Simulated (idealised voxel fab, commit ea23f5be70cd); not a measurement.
Presented below is a process module, voxel capacitor over wiring.
Cross-sectional view cut (width: 260 nm; square cell size: 5 nm).
A cross-section in this document is a grid of square cells, and it is written down as bands, the top band listed before the ones below it; a band is made up of one or more rows of cells. Top, bottom (nm), then materials left to right with widths (nm); lone material tagged "full width" fills the whole band edge to edge; "empty" = empty space. Ref level 0: as-received wafer is one material below here. Bottom band extends down with no lower bound ("0 -> down"). You'd read "30->40" like this: the band's top row of cells is as wide as the first number, its bottom row is as wide as the second, and going down, every row changes width by the same amount as the row before did. No cell of the cross-section changed in a step that is given as "no modifications". Heads up: "Cavities, sealed" only lists the empty pockets with no open path to the top that are 8 cells or more, and it writes them as width x height at distance, distance from the left edge, in nm. after a step's settings: what the simulator itself notes on the step. For masked steps, "overlay nm" on the step line gives how far right of plan the mask actually lay; a minus sign means it lay to the left.

**The following list gives the planned process steps**
1) RECEIVE (material Si)
2) CONFORMAL_DEP (material SiO2; thk nm 10)
3) DIRECTIONAL_DEP (material TiN; thk nm 5)
4) DIRECTIONAL_DEP (material W; thk nm 20)
5) DIRECTIONAL_DEP (material aC; thk nm 15)
6) PATTERN (tone cover; mask id METAL_1; material resist; width nm 25; pitch nm 90; thk nm 35; overlay nm 0)
7) DIRECTIONAL_ETCH (etch materials aC; depth nm 15)
8) STRIP (etch materials resist)
9) DIRECTIONAL_ETCH (etch materials W; depth nm 20)
10) DIRECTIONAL_ETCH (etch materials TiN; depth nm 5)
11) STRIP (etch materials aC)
12) FILL_DEP (material lowk; thk nm 5)
13) CMP (height nm 35)
14) CONFORMAL_DEP (material SiCN; thk nm 5)
15) DIRECTIONAL_DEP (material lowk; thk nm 10)
16) MASKED_ETCH (tone open; mask id PLUG_1; width nm 15; etch materials lowk; depth nm 10; overlay nm 0)
17) MASKED_ETCH (tone open; mask id PLUG_1; width nm 15; etch materials SiCN; depth nm 5; overlay nm 0)
18) EPI (material Ru; thk nm 10)
19) EPI (material Ru; thk nm 5)
20) DIRECTIONAL_DEP (material TiN; thk nm 10)
21) DIRECTIONAL_DEP (material Al2O3; thk nm 5)
22) DIRECTIONAL_DEP (material TiN; thk nm 10)
23) PATTERN (tone cover; mask id UPPER_PLATE; material resist; width nm 70; thk nm 20; overlay nm 0)
24) DIRECTIONAL_ETCH (etch materials TiN; depth nm 10)
25) DIRECTIONAL_ETCH (etch materials Al2O3; depth nm 5)
26) STRIP (etch materials resist)
27) PATTERN (tone cover; mask id LOWER_PLATE; material resist; width nm 80; thk nm 15; overlay nm 0)
28) DIRECTIONAL_ETCH (etch materials TiN; depth nm 10)
29) STRIP (etch materials resist)
30) FILL_DEP (material SiO2; thk nm 20)
31) CMP (height nm 90)
32) PATTERN (tone open; mask id PLUG_2; material resist; width nm 15; thk nm 15; overlay nm 0)
33) DIRECTIONAL_ETCH (etch materials SiO2; depth nm 15)
34) STRIP (etch materials resist)
35) CONFORMAL_DEP (material TiN; thk nm 5)
36) FILL_DEP (material W; thk nm 5)
37) CMP (height nm 90)
38) CONFORMAL_DEP (material SiCN; thk nm 5)

**First wafer out of two, processed as planned**

**Cross-section of the incoming wafer, state after step 1**
    0 -> down = Si full width
    Cavities, sealed: none

**The wafer in cross-section once step 2 is complete**
    10 -> 0 = SiO2 full width
    Under the height 0 nothing was changed.

**The wafer in cross-section once step 3 is complete**
    15 -> 10 = TiN full width
    Under the height 10 nothing was changed.

**The wafer in cross-section once step 4 is complete**
    35 -> 15 = W full width
    Under the height 15 nothing was changed.

**The wafer in cross-section once step 5 is complete**
    50 -> 35 = aC full width
    Under the height 35 nothing was changed.

**The wafer in cross-section once step 6 is complete**
    85 -> 50 = 70 empty  25 resist  65 empty  25 resist  75 empty
    Under the height 50 nothing was changed.

**The wafer in cross-section once step 7 is complete**
    70 -> 50 = 70 empty  25 resist  65 empty  25 resist  75 empty
    50 -> 35 = 70 empty  25 aC  65 empty  25 aC  75 empty
    Under the height 35 nothing was changed.

**The wafer in cross-section once step 8 is complete**
    50 -> 35 = 70 empty  25 aC  65 empty  25 aC  75 empty
    Under the height 35 nothing was changed.

**The wafer in cross-section once step 9 is complete**
    50 -> 35 = 70 empty  25 aC  65 empty  25 aC  75 empty
    35 -> 15 = 70 empty  25 W  65 empty  25 W  75 empty
    Under the height 15 nothing was changed.

**The wafer in cross-section once step 10 is complete**
    50 -> 35 = 70 empty  25 aC  65 empty  25 aC  75 empty
    35 -> 15 = 70 empty  25 W  65 empty  25 W  75 empty
    15 -> 10 = 70 empty  25 TiN  65 empty  25 TiN  75 empty
    Under the height 10 nothing was changed.

**The wafer in cross-section once step 11 is complete**
    35 -> 15 = 70 empty  25 W  65 empty  25 W  75 empty
    Under the height 15 nothing was changed.

**The wafer in cross-section once step 12 is complete**
    40 -> 35 = lowk full width
    35 -> 15 = 70 lowk  25 W  65 lowk  25 W  75 lowk
    15 -> 10 = 70 lowk  25 TiN  65 lowk  25 TiN  75 lowk
    Under the height 10 nothing was changed.

**The wafer in cross-section once step 13 is complete**
    35 -> 15 = 70 lowk  25 W  65 lowk  25 W  75 lowk
    Under the height 15 nothing was changed.

**The wafer in cross-section once step 14 is complete**
    40 -> 35 = SiCN full width
    Under the height 35 nothing was changed.

**The wafer in cross-section once step 15 is complete**
    50 -> 40 = lowk full width
    Under the height 40 nothing was changed.

**The wafer in cross-section once step 16 is complete**
    50 -> 40 = 80 lowk  15 empty  165 lowk
    Under the height 40 nothing was changed.

**The wafer in cross-section once step 17 is complete**
    50 -> 40 = 80 lowk  15 empty  165 lowk
    40 -> 35 = 80 SiCN  15 empty  165 SiCN
    Under the height 35 nothing was changed.

**The wafer in cross-section once step 18 is complete**
    50 -> 45 = 80 lowk  15 empty  165 lowk
    45 -> 40 = 80 lowk  15 Ru  165 lowk
    40 -> 35 = 80 SiCN  15 Ru  165 SiCN
    Under the height 35 nothing was changed.

**The wafer in cross-section once step 19 is complete**
    50 -> 40 = 80 lowk  15 Ru  165 lowk
    Under the height 40 nothing was changed.

**The wafer in cross-section once step 20 is complete**
    60 -> 50 = TiN full width
    Under the height 50 nothing was changed.

**The wafer in cross-section once step 21 is complete**
    65 -> 60 = Al2O3 full width
    Under the height 60 nothing was changed.

**The wafer in cross-section once step 22 is complete**
    75 -> 65 = TiN full width
    Under the height 65 nothing was changed.

**The wafer in cross-section once step 23 is complete**
    95 -> 75 = 80 empty  70 resist  110 empty
    Under the height 75 nothing was changed.

**The wafer in cross-section once step 24 is complete**
    95 -> 75 = 80 empty  70 resist  110 empty
    75 -> 65 = 80 empty  70 TiN  110 empty
    Under the height 65 nothing was changed.

**The wafer in cross-section once step 25 is complete**
    95 -> 75 = 80 empty  70 resist  110 empty
    75 -> 65 = 80 empty  70 TiN  110 empty
    65 -> 60 = 80 empty  70 Al2O3  110 empty
    Under the height 60 nothing was changed.

**The wafer in cross-section once step 26 is complete**
    75 -> 65 = 80 empty  70 TiN  110 empty
    Under the height 65 nothing was changed.

**The wafer in cross-section once step 27 is complete**
    90 -> 75 = 75 empty  80 resist  105 empty
    75 -> 65 = 75 empty  5 resist  70 TiN  5 resist  105 empty
    65 -> 60 = 75 empty  5 resist  70 Al2O3  5 resist  105 empty
    Under the height 60 nothing was changed.

**The wafer in cross-section once step 28 is complete**
    90 -> 75 = 75 empty  80 resist  105 empty
    75 -> 65 = 75 empty  5 resist  70 TiN  5 resist  105 empty
    65 -> 60 = 75 empty  5 resist  70 Al2O3  5 resist  105 empty
    60 -> 50 = 75 empty  80 TiN  105 empty
    Under the height 50 nothing was changed.

**The wafer in cross-section once step 29 is complete**
    75 -> 65 = 80 empty  70 TiN  110 empty
    65 -> 60 = 80 empty  70 Al2O3  110 empty
    Under the height 60 nothing was changed.

**The wafer in cross-section once step 30 is complete**
    95 -> 75 = SiO2 full width
    75 -> 65 = 80 SiO2  70 TiN  110 SiO2
    65 -> 60 = 80 SiO2  70 Al2O3  110 SiO2
    60 -> 50 = 75 SiO2  80 TiN  105 SiO2
    Under the height 50 nothing was changed.

**The wafer in cross-section once step 31 is complete**
    90 -> 75 = SiO2 full width
    Under the height 75 nothing was changed.

**The wafer in cross-section once step 32 is complete**
    105 -> 90 = 90 resist  15 empty  155 resist
    Under the height 90 nothing was changed.

**The wafer in cross-section once step 33 is complete**
    105 -> 90 = 90 resist  15 empty  155 resist
    90 -> 75 = 90 SiO2  15 empty  155 SiO2
    Under the height 75 nothing was changed.

**The wafer in cross-section once step 34 is complete**
    90 -> 75 = 90 SiO2  15 empty  155 SiO2
    Under the height 75 nothing was changed.

**The wafer in cross-section once step 35 is complete**
    95 -> 90 = 95 TiN  5 empty  160 TiN
    90 -> 80 = 90 SiO2  5 TiN  5 empty  5 TiN  155 SiO2
    80 -> 75 = 90 SiO2  15 TiN  155 SiO2
    Under the height 75 nothing was changed.

**The wafer in cross-section once step 36 is complete**
    100 -> 95 = W full width
    95 -> 90 = 95 TiN  5 W  160 TiN
    90 -> 80 = 90 SiO2  5 TiN  5 W  5 TiN  155 SiO2
    Under the height 80 nothing was changed.

**The wafer in cross-section once step 37 is complete**
    90 -> 80 = 90 SiO2  5 TiN  5 W  5 TiN  155 SiO2
    Under the height 80 nothing was changed.

**The wafer in cross-section once step 38 is complete**
    95 -> 90 = SiCN full width
    Under the height 90 nothing was changed.

**Here the second wafer is described. Its start and its plan were those of the first wafer. Its run contained one mistake. Up to and including step 17, it did exactly what the first wafer did**

**Second wafer, sectioned view, at step 18's planned end time**
    55 -> 50 = 75 empty  25 Ru  160 empty
    50 -> 40 = 80 lowk  15 Ru  165 lowk
    40 -> 35 = 80 SiCN  15 Ru  165 SiCN
    Under the height 35 nothing was changed.

**Second wafer, sectioned view, at step 19's planned end time**
    60 -> 50 = 70 empty  35 Ru  155 empty
    Under the height 50 nothing was changed.

**Second wafer, sectioned view, at step 20's planned end time**
    70 -> 60 = 70 empty  35 TiN  155 empty
    60 -> 50 = 70 TiN  35 Ru  155 TiN
    Under the height 50 nothing was changed.

**Second wafer, sectioned view, at step 21's planned end time**
    75 -> 70 = 70 empty  35 Al2O3  155 empty
    70 -> 65 = 70 empty  35 TiN  155 empty
    65 -> 60 = 70 Al2O3  35 TiN  155 Al2O3
    Under the height 60 nothing was changed.

**Second wafer, sectioned view, at step 22's planned end time**
    85 -> 75 = 70 empty  35 TiN  155 empty
    75 -> 70 = 70 TiN  35 Al2O3  155 TiN
    70 -> 65 = TiN full width
    Under the height 65 nothing was changed.

**Second wafer, sectioned view, at step 23's planned end time**
    105 -> 85 = 80 empty  70 resist  110 empty
    85 -> 75 = 70 empty  35 TiN  45 resist  110 empty
    Under the height 75 nothing was changed.

**Second wafer, sectioned view, at step 24's planned end time**
    105 -> 85 = 80 empty  70 resist  110 empty
    85 -> 75 = 80 empty  25 TiN  45 resist  110 empty
    75 -> 70 = 70 empty  35 Al2O3  45 TiN  110 empty
    70 -> 65 = 70 empty  80 TiN  110 empty
    Under the height 65 nothing was changed.

**Second wafer, sectioned view, at step 25's planned end time**
    105 -> 85 = 80 empty  70 resist  110 empty
    85 -> 75 = 80 empty  25 TiN  45 resist  110 empty
    75 -> 70 = 80 empty  25 Al2O3  45 TiN  110 empty
    70 -> 65 = 70 empty  80 TiN  110 empty
    65 -> 60 = 70 empty  35 TiN  45 Al2O3  110 empty
    Under the height 60 nothing was changed.

**Second wafer, sectioned view, at step 26's planned end time**
    85 -> 75 = 80 empty  25 TiN  155 empty
    Under the height 75 nothing was changed.

**Second wafer, sectioned view, at step 27's planned end time**
    100 -> 85 = 75 empty  80 resist  105 empty
    85 -> 75 = 75 empty  5 resist  25 TiN  50 resist  105 empty
    75 -> 70 = 75 empty  5 resist  25 Al2O3  45 TiN  5 resist  105 empty
    70 -> 65 = 70 empty  80 TiN  5 resist  105 empty
    65 -> 60 = 70 empty  35 TiN  45 Al2O3  5 resist  105 empty
    Under the height 60 nothing was changed.

**Second wafer, sectioned view, at step 28's planned end time**
    100 -> 85 = 75 empty  80 resist  105 empty
    85 -> 75 = 75 empty  5 resist  25 TiN  50 resist  105 empty
    75 -> 70 = 75 empty  5 resist  25 Al2O3  45 TiN  5 resist  105 empty
    70 -> 65 = 75 empty  75 TiN  5 resist  105 empty
    65 -> 60 = 75 empty  30 TiN  45 Al2O3  5 resist  105 empty
    60 -> 50 = 70 empty  35 Ru  50 TiN  105 empty
    Under the height 50 nothing was changed.

**Second wafer, sectioned view, at step 29's planned end time**
    85 -> 75 = 80 empty  25 TiN  155 empty
    75 -> 70 = 80 empty  25 Al2O3  45 TiN  110 empty
    70 -> 65 = 75 empty  75 TiN  110 empty
    65 -> 60 = 75 empty  30 TiN  45 Al2O3  110 empty
    Under the height 60 nothing was changed.

**Second wafer, sectioned view, at step 30's planned end time**
    105 -> 85 = SiO2 full width
    85 -> 75 = 80 SiO2  25 TiN  155 SiO2
    75 -> 70 = 80 SiO2  25 Al2O3  45 TiN  110 SiO2
    70 -> 65 = 75 SiO2  75 TiN  110 SiO2
    65 -> 60 = 75 SiO2  30 TiN  45 Al2O3  110 SiO2
    60 -> 50 = 70 SiO2  35 Ru  50 TiN  105 SiO2
    Under the height 50 nothing was changed.

**Second wafer, sectioned view, at step 31's planned end time**
    90 -> 85 = SiO2 full width
    Under the height 85 nothing was changed.

**Second wafer, sectioned view, at step 32's planned end time**
    105 -> 90 = 90 resist  15 empty  155 resist
    Under the height 90 nothing was changed.

**Second wafer, sectioned view, at step 33's planned end time**
    105 -> 90 = 90 resist  15 empty  155 resist
    90 -> 85 = 90 SiO2  15 empty  155 SiO2
    Under the height 85 nothing was changed.

**Second wafer, sectioned view, at step 34's planned end time**
    90 -> 85 = 90 SiO2  15 empty  155 SiO2
    Under the height 85 nothing was changed.

**Second wafer, sectioned view, at step 35's planned end time**
    95 -> 90 = 95 TiN  5 empty  160 TiN
    90 -> 85 = 90 SiO2  15 TiN  155 SiO2
    Under the height 85 nothing was changed.

**Second wafer, sectioned view, at step 36's planned end time**
    100 -> 95 = W full width
    95 -> 90 = 95 TiN  5 W  160 TiN
    Under the height 90 nothing was changed.

**Second wafer, sectioned view, at step 37's planned end time**
    90 -> 85 = 90 SiO2  15 TiN  155 SiO2
    Under the height 85 nothing was changed.

**Second wafer, sectioned view, at step 38's planned end time**
    95 -> 90 = SiCN full width
    Under the height 90 nothing was changed.
What broke from the plan during processing? twice, step 18 of the plan was run
Cell-count delta at end, second wafer over first, by material: Ru: 14 more, SiO2: 8 fewer, TiN: 4 fewer, W: 2 fewer
